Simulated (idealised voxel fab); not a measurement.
process module | voxel wiring stack
cross-section cut | 280 nm wide | cells 5 nm
A cross-section is a grid of square cells, given in bands from the top down. A band is one or more rows of cells.
Each band's line starts with the height of the band's top and of its bottom, in nm. Then come its materials from left to right, each with its width in nm. One material with "throughout" fills the band from edge to edge. "air" is empty space.
Height 0 is the level under which the wafer as received is all one material. The lowest band goes on downwards, as in "0 down".
A width such as "30 to 40" changes by the same amount from each row of cells to the next, from the band's top row to its bottom row.
"no change" after a step means that no cell of the cross-section changed.
closed voids: empty space of 8 cells or more with no open way to the top, each as width x height at its distance from the left edge, in nm
after a step's settings: what the simulator itself notes on the step
overlay nm, on a step with a mask: how far to the right of its planned place the mask lay; to the left if negative
plan
1 op RECEIVE | material Si
2 op CONFORMAL_DEP | material SiO2 | thk nm 10
3 op DIRECTIONAL_DEP | material TiN | thk nm 5
4 op DIRECTIONAL_DEP | material W | thk nm 15
5 op MASKED_ETCH | tone cover | mask id METAL_1 | width nm 20 | pitch nm 40 | etch materials W | depth nm 15 | overlay nm 0
6 op MASKED_ETCH | tone cover | mask id METAL_1 | width nm 20 | pitch nm 40 | etch materials TiN | depth nm 5 | overlay nm 0
7 op CONFORMAL_DEP | material SiCN | thk nm 5
8 op FILL_DEP | material lowk | thk nm 5
9 op CMP | height nm 30
10 op CONFORMAL_DEP | material SiCN | thk nm 5
11 op DIRECTIONAL_DEP | material lowk | thk nm 25
12 op DIRECTIONAL_DEP | material aC | thk nm 10
13 op PATTERN | tone open | mask id METAL_2_HOLES | material resist | width nm 15 | pitch nm 80 | thk nm 30 | overlay nm 0
14 op DIRECTIONAL_ETCH | etch materials aC | depth nm 10
15 op STRIP | etch materials resist
16 op DIRECTIONAL_ETCH | etch materials lowk | depth nm 25
17 op STRIP | etch materials aC
18 op PATTERN | tone open | mask id METAL_2 | material resist | width nm 20 | pitch nm 40 | thk nm 15 | overlay nm 0
19 op DIRECTIONAL_ETCH | etch materials lowk | depth nm 15
20 op DIRECTIONAL_ETCH | etch materials SiCN | depth nm 5
21 op STRIP | etch materials resist
22 op CONFORMAL_DEP | material TiN | thk nm 5
23 op FILL_DEP | material Ru | thk nm 10
24 op CMP | height nm 60
25 op CONFORMAL_DEP | material SiCN | thk nm 5
as received, after step 1
  0 down: Si throughout
  closed voids: none
first wafer at the end, as planned
  65 to 60: SiCN throughout
  60 to 50: lowk 70 | TiN 5 | Ru 10 | TiN 5 | lowk 20 | TiN 5 | Ru 10 | TiN 5 | lowk 20 | TiN 5 | Ru 10 | TiN 5 | lowk 20 | TiN 5 | Ru 10 | TiN 5 | lowk 70
  50 to 45: lowk 70 | TiN 5 | Ru 5 | TiN 10 | lowk 20 | TiN 20 | lowk 20 | TiN 5 | Ru 5 | TiN 10 | lowk 20 | TiN 20 | lowk 70
  45 to 35: lowk 70 | TiN 5 | Ru 5 | TiN 5 | lowk 65 | TiN 5 | Ru 5 | TiN 5 | lowk 115
  35 to 30: SiCN 70 | TiN 15 | SiCN 65 | TiN 15 | SiCN 115
  30 to 15: lowk 65 | SiCN 5 | W 20 | SiCN 5 | lowk 10 | SiCN 5 | W 20 | SiCN 5 | lowk 10 | SiCN 5 | W 20 | SiCN 5 | lowk 10 | SiCN 5 | W 20 | SiCN 5 | lowk 65
  15 to 10: SiCN 70 | TiN 20 | SiCN 20 | TiN 20 | SiCN 20 | TiN 20 | SiCN 20 | TiN 20 | SiCN 70
  10 to 0: SiO2 throughout
  0 down: Si throughout
  closed voids: none
second wafer at the end: like start, like plan, one mistake
  65 to 60: SiCN throughout
  60 to 50: lowk 70 | TiN 5 | Ru 10 | TiN 5 | lowk 20 | TiN 5 | Ru 10 | TiN 5 | lowk 20 | TiN 5 | Ru 10 | TiN 5 | lowk 20 | TiN 5 | Ru 10 | TiN 5 | lowk 70
  50 to 45: lowk 70 | TiN 5 | Ru 5 | TiN 10 | lowk 20 | TiN 20 | lowk 20 | TiN 5 | Ru 5 | TiN 10 | lowk 20 | TiN 20 | lowk 70
  45 to 35: lowk 70 | TiN 5 | Ru 5 | TiN 5 | lowk 65 | TiN 5 | Ru 5 | TiN 5 | lowk 115
  35 to 30: SiCN 70 | TiN 15 | SiCN 65 | TiN 15 | SiCN 115
  30 to 20: lowk 65 | SiCN 5 | W 20 | SiCN 5 | lowk 10 | SiCN 5 | W 20 | SiCN 5 | lowk 10 | SiCN 5 | W 20 | SiCN 5 | lowk 10 | SiCN 5 | W 20 | SiCN 5 | lowk 65
  20 to 15: lowk 55 | SiCN 15 | W 20 | SiCN 20 | W 20 | SiCN 20 | W 20 | SiCN 20 | W 20 | SiCN 5 | lowk 65
  15 to 10: SiCN 60 | TiN 30 | SiCN 10 | TiN 30 | SiCN 10 | TiN 30 | SiCN 10 | TiN 30 | SiCN 70
  10 to 0: SiO2 throughout
  0 down: Si throughout
  closed voids: none
what went wrong: step 6 ran as: op MASKED_ETCH | tone cover | mask id METAL_1 | width nm 20 | pitch nm 40 | etch materials TiN | depth nm 5 | overlay nm -10
at the end the second wafer has, in cells: 8 more of TiN | 8 fewer of lowk
